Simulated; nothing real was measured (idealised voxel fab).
process module | voxel air gaps
cross-section cut | 300 nm wide | cells 5 nm
A cross-section is a grid of square cells, given in bands from the top down. A band is one or more rows of cells.
Each band's line starts with the height of the band's top and of its bottom, in nm. Then come its materials from left to right, each with its width in nm. One material with "throughout" fills the band from edge to edge. "air" is empty space.
Height 0 is the level under which the wafer as received is all one material. The lowest band goes on downwards, as in "0 down".
A width such as "30 to 40" changes by the same amount from each row of cells to the next, from the band's top row to its bottom row.
"no change" after a step means that no cell of the cross-section changed.
closed voids: empty space of 8 cells or more with no open way to the top, each as width x height at its distance from the left edge, in nm
after a step's settings: what the simulator itself notes on the step
overlay nm, on a step with a mask: how far to the right of its planned place the mask lay; to the left if negative
plan
1 op RECEIVE | material Si
2 op CONFORMAL_DEP | material SiO2 | thk nm 15
3 op CONFORMAL_DEP | material SiN | thk nm 5
4 op DIRECTIONAL_DEP | material lowk | thk nm 35
5 op PATTERN | tone open | mask id LINES | material resist | width nm 15 | pitch nm 40 | thk nm 15 | overlay nm 0
6 op DIRECTIONAL_ETCH | etch materials lowk | depth nm 35
7 op STRIP | etch materials resist
8 op CONFORMAL_DEP | material TiN | thk nm 5
9 op FILL_DEP | material Ru | thk nm 5
10 op CMP | height nm 55
11 op EPI | material Ru | thk nm 10
12 op SELECTIVE_ETCH | etch materials lowk | depth nm 45
13 op CONFORMAL_DEP | material SiCN | thk nm 5
as received, after step 1
  0 down: Si throughout
  closed voids: none
a wafer at the end: this start, this plan, one mistake
  80 to 75: air 55 | SiCN 185 | air 60
  75 to 55: air 55 | SiCN 5 | Ru 175 | SiCN 5 | air 60
  55 to 50: air 55 | SiCN 25 | TiN 5 | Ru 5 | TiN 5 | lowk 25 | TiN 5 | Ru 5 | TiN 5 | lowk 25 | TiN 5 | Ru 5 | TiN 5 | lowk 25 | TiN 5 | Ru 5 | TiN 5 | SiCN 25 | air 60
  50 to 25: air 75 | SiCN 5 | TiN 5 | Ru 5 | TiN 5 | lowk 25 | TiN 5 | Ru 5 | TiN 5 | lowk 25 | TiN 5 | Ru 5 | TiN 5 | lowk 25 | TiN 5 | Ru 5 | TiN 5 | SiCN 5 | air 80
  25 to 20: SiCN 80 | TiN 15 | lowk 25 | TiN 15 | lowk 25 | TiN 15 | lowk 25 | TiN 15 | SiCN 85
  20 to 15: SiN throughout
  15 to 0: SiO2 throughout
  0 down: Si throughout
  closed voids: none
what went wrong: step 11 was run twice
